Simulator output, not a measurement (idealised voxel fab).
A process module follows: voxel released beams.
The cross-section on display is named cut; it measures 200 nm wide, and its cells are 5 nm squares.
Cross-section format: a grid of square cells, given as bands from top to bottom; each band is one or more rows of cells.
First you get the band's top height and its bottom height, in nm, and then the materials it's made of, left to right, with each width in nm. If you see a single material with "throughout", that one covers the band edge to edge. "empty" is empty space.
Ref level 0: as-received wafer is one material below here. Bottom band extends down with no lower bound ("from 0 down").
A width such as "30..40" changes by the same amount from each row of cells to the next, from the band's top row to its bottom row.
Given "no modifications" for a step, no cell of the cross-section differs between before and after that step.
If an empty space has no open way to the top and is at least 8 cells in size, "Unvented voids" lists it, written width x height at distance, where distance is measured from the left edge and every value is in nm.
Step line, after settings: the simulator's comment on this step.
overlay nm: mask offset rightward from planned place, masked step; negative means leftward offset.

Set out below are the planned steps of the process:
1. RECEIVE: material Si
2. CONFORMAL_DEP: material Al2O3, thk nm 10
3. DIRECTIONAL_DEP: material SiO2, thk nm 20
4. PATTERN: tone open, mask id ANCHOR, material resist, width nm 25, thk nm 20, overlay nm 0
5. DIRECTIONAL_ETCH: etch materials SiO2, depth nm 20
6. STRIP: etch materials resist
7. CONFORMAL_DEP: material W, thk nm 10
8. MASKED_ETCH: tone cover, mask id BEAM, width nm 90, etch materials W, depth nm 10, overlay nm -15
9. STRIP: etch materials SiO2
Don't read the plan's overlay nm for step 8 as applying to every wafer: that's the first wafer's value, and the wafers differ in it, though they all start identical.

Cross-section of the first of several wafers as received (after step 1):
> from 0 down: Si throughout
> Unvented voids: none

Wafer rows, end of module: cells per material gained (+) or lost (-) since receipt; closed voids last:
overlay nm -15 | +80 Al2O3 | +52 W | Unvented voids: none
overlay nm -10 | +80 Al2O3 | +52 W | Unvented voids: none
overlay nm -5 | +80 Al2O3 | +52 W | Unvented voids: none
overlay nm 0 | +80 Al2O3 | +52 W | Unvented voids: none
overlay nm 5 | +80 Al2O3 | +52 W | Unvented voids: none
overlay nm 10 | +80 Al2O3 | +52 W | Unvented voids: none
overlay nm 15 | +80 Al2O3 | +52 W | Unvented voids: none
